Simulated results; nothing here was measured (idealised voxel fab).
Name of the process module below: voxel trench capacitor
Each square cell in cross-section cut measures 5 nm, and the section as a whole is 140 nm wide.
Bands, listed from the top down, are how a cross-section gets written in this document; the cross-section itself is a grid of square cells, and a band is one or more rows of them.
What a band's entry tells you: where the top is and where the bottom is, as heights in nm, and after that what lies inside, material by material from left to right, each with its width in nm. Empty space is written as the word "blank", and a single material marked with the word "edge to edge" occupies the band from edge to edge.
Note: height 0 marks the level under which the wafer is uniformly one material as received. Lowest band unbounded below, written "0 nm and below".
When a width is written as two numbers, as in "30->40", the first number is the width in the top row of cells of the band and the second is the width in its bottom row, and the width changes by the same amount from each row to the next.
Given "same as before" for a step, no cell of the cross-section differs between before and after that step.
What "Completely enclosed voids" gives you is every empty space of 8 cells or more that is cut off from the top. Each appears as width x height at distance, with the distance taken from the left edge and width, height and distance all in nm.
Past the settings on a step's line: simulator remark, on that step.
A step's line can hold "overlay nm"; with a mask on that step, the setting says how far right of the planned place the mask lay, while a negative setting says it lay to the left.

THE PLANNED PROCESS STEPS ARE ENUMERATED HEREUNDER
1. op RECEIVE | material Si
2. op CONFORMAL_DEP | material SiN | thk nm 10
3. op DIRECTIONAL_DEP | material aC | thk nm 10
4. op PATTERN | tone open | mask id TRENCH | material resist | width nm 15 | pitch nm 35 | thk nm 25 | overlay nm 0
5. op DIRECTIONAL_ETCH | etch materials aC | depth nm 10
6. op STRIP | etch materials resist
7. op DIRECTIONAL_ETCH | etch materials SiN | depth nm 10
8. op DIRECTIONAL_ETCH | etch materials Si | depth nm 25
9. op STRIP | etch materials aC
10. op CONFORMAL_DEP | material SiO2 | thk nm 5
11. op FILL_DEP | material polySi | thk nm 10
12. op CMP | height nm 10

CONCERNING THE FIRST OF TWO WAFERS, WHICH WAS RUN IN ACCORDANCE WITH THE PLAN

CROSS-SECTION OF THE WAFER UPON ARRIVAL, REPRESENTING THE STATE REACHED AFTER STEP 1
  0 nm and below  Si edge to edge
  Completely enclosed voids: none

CROSS-SECTION OF THE WAFER SUBSEQUENT TO STEP 2
  10 nm to 0 nm  SiN edge to edge
  Below 0, no change.

CROSS-SECTION OF THE WAFER SUBSEQUENT TO STEP 3
  20 nm to 10 nm  aC edge to edge
  Below 10, no change.

CROSS-SECTION OF THE WAFER SUBSEQUENT TO STEP 4
  45 nm to 20 nm  25 nm resist, then 15 nm blank, then 20 nm resist, then 15 nm blank, then 20 nm resist, then 15 nm blank, then 30 nm resist
  Below 20, no change.

CROSS-SECTION OF THE WAFER SUBSEQUENT TO STEP 5
  35 nm to 20 nm  25 nm resist, then 15 nm blank, then 20 nm resist, then 15 nm blank, then 20 nm resist, then 15 nm blank, then 30 nm resist
  20 nm to 10 nm  25 nm aC, then 15 nm blank, then 20 nm aC, then 15 nm blank, then 20 nm aC, then 15 nm blank, then 30 nm aC
  Below 10, no change.

CROSS-SECTION OF THE WAFER SUBSEQUENT TO STEP 6
  20 nm to 10 nm  25 nm aC, then 15 nm blank, then 20 nm aC, then 15 nm blank, then 20 nm aC, then 15 nm blank, then 30 nm aC
  Below 10, no change.

CROSS-SECTION OF THE WAFER SUBSEQUENT TO STEP 7
  20 nm to 10 nm  25 nm aC, then 15 nm blank, then 20 nm aC, then 15 nm blank, then 20 nm aC, then 15 nm blank, then 30 nm aC
  10 nm to 0 nm  25 nm SiN, then 15 nm blank, then 20 nm SiN, then 15 nm blank, then 20 nm SiN, then 15 nm blank, then 30 nm SiN
  Below 0, no change.

CROSS-SECTION OF THE WAFER SUBSEQUENT TO STEP 8
  20 nm to 10 nm  25 nm aC, then 15 nm blank, then 20 nm aC, then 15 nm blank, then 20 nm aC, then 15 nm blank, then 30 nm aC
  10 nm to 0 nm  25 nm SiN, then 15 nm blank, then 20 nm SiN, then 15 nm blank, then 20 nm SiN, then 15 nm blank, then 30 nm SiN
  0 nm to -25 nm  25 nm Si, then 15 nm blank, then 20 nm Si, then 15 nm blank, then 20 nm Si, then 15 nm blank, then 30 nm Si
  Below -25, no change.

CROSS-SECTION OF THE WAFER SUBSEQUENT TO STEP 9
  10 nm to 0 nm  25 nm SiN, then 15 nm blank, then 20 nm SiN, then 15 nm blank, then 20 nm SiN, then 15 nm blank, then 30 nm SiN
  Below 0, no change.

CROSS-SECTION OF THE WAFER SUBSEQUENT TO STEP 10
  15 nm to 10 nm  30 nm SiO2, then 5 nm blank, then 30 nm SiO2, then 5 nm blank, then 30 nm SiO2, then 5 nm blank, then 35 nm SiO2
  10 nm to 0 nm  25 nm SiN, then 5 nm SiO2, then 5 nm blank, then 5 nm SiO2, then 20 nm SiN, then 5 nm SiO2, then 5 nm blank, then 5 nm SiO2, then 20 nm SiN, then 5 nm SiO2, then 5 nm blank, then 5 nm SiO2, then 30 nm SiN
  0 nm to -20 nm  25 nm Si, then 5 nm SiO2, then 5 nm blank, then 5 nm SiO2, then 20 nm Si, then 5 nm SiO2, then 5 nm blank, then 5 nm SiO2, then 20 nm Si, then 5 nm SiO2, then 5 nm blank, then 5 nm SiO2, then 30 nm Si
  -20 nm to -25 nm  25 nm Si, then 15 nm SiO2, then 20 nm Si, then 15 nm SiO2, then 20 nm Si, then 15 nm SiO2, then 30 nm Si
  Below -25, no change.

CROSS-SECTION OF THE WAFER SUBSEQUENT TO STEP 11
  25 nm to 15 nm  polySi edge to edge
  15 nm to 10 nm  30 nm SiO2, then 5 nm polySi, then 30 nm SiO2, then 5 nm polySi, then 30 nm SiO2, then 5 nm polySi, then 35 nm SiO2
  10 nm to 0 nm  25 nm SiN, then 5 nm SiO2, then 5 nm polySi, then 5 nm SiO2, then 20 nm SiN, then 5 nm SiO2, then 5 nm polySi, then 5 nm SiO2, then 20 nm SiN, then 5 nm SiO2, then 5 nm polySi, then 5 nm SiO2, then 30 nm SiN
  0 nm to -20 nm  25 nm Si, then 5 nm SiO2, then 5 nm polySi, then 5 nm SiO2, then 20 nm Si, then 5 nm SiO2, then 5 nm polySi, then 5 nm SiO2, then 20 nm Si, then 5 nm SiO2, then 5 nm polySi, then 5 nm SiO2, then 30 nm Si
  Below -20, no change.

CROSS-SECTION OF THE WAFER SUBSEQUENT TO STEP 12
  10 nm to 0 nm  25 nm SiN, then 5 nm SiO2, then 5 nm polySi, then 5 nm SiO2, then 20 nm SiN, then 5 nm SiO2, then 5 nm polySi, then 5 nm SiO2, then 20 nm SiN, then 5 nm SiO2, then 5 nm polySi, then 5 nm SiO2, then 30 nm SiN
  Below 0, no change.

SECOND WAFER. START AND PLAN AS FOR THE FIRST. ONE MISTAKE MADE IN RUNNING. AGREES WITH THE FIRST UP TO AND INCLUDING STEP 11

The second wafer cut through, at the time step 12 was supposed to be finished: same as before
What was the processing mistake? step 12 of the plan was jumped over and never run
at the end the second wafer has, in cells: SiO2: 25 more | polySi: 59 more
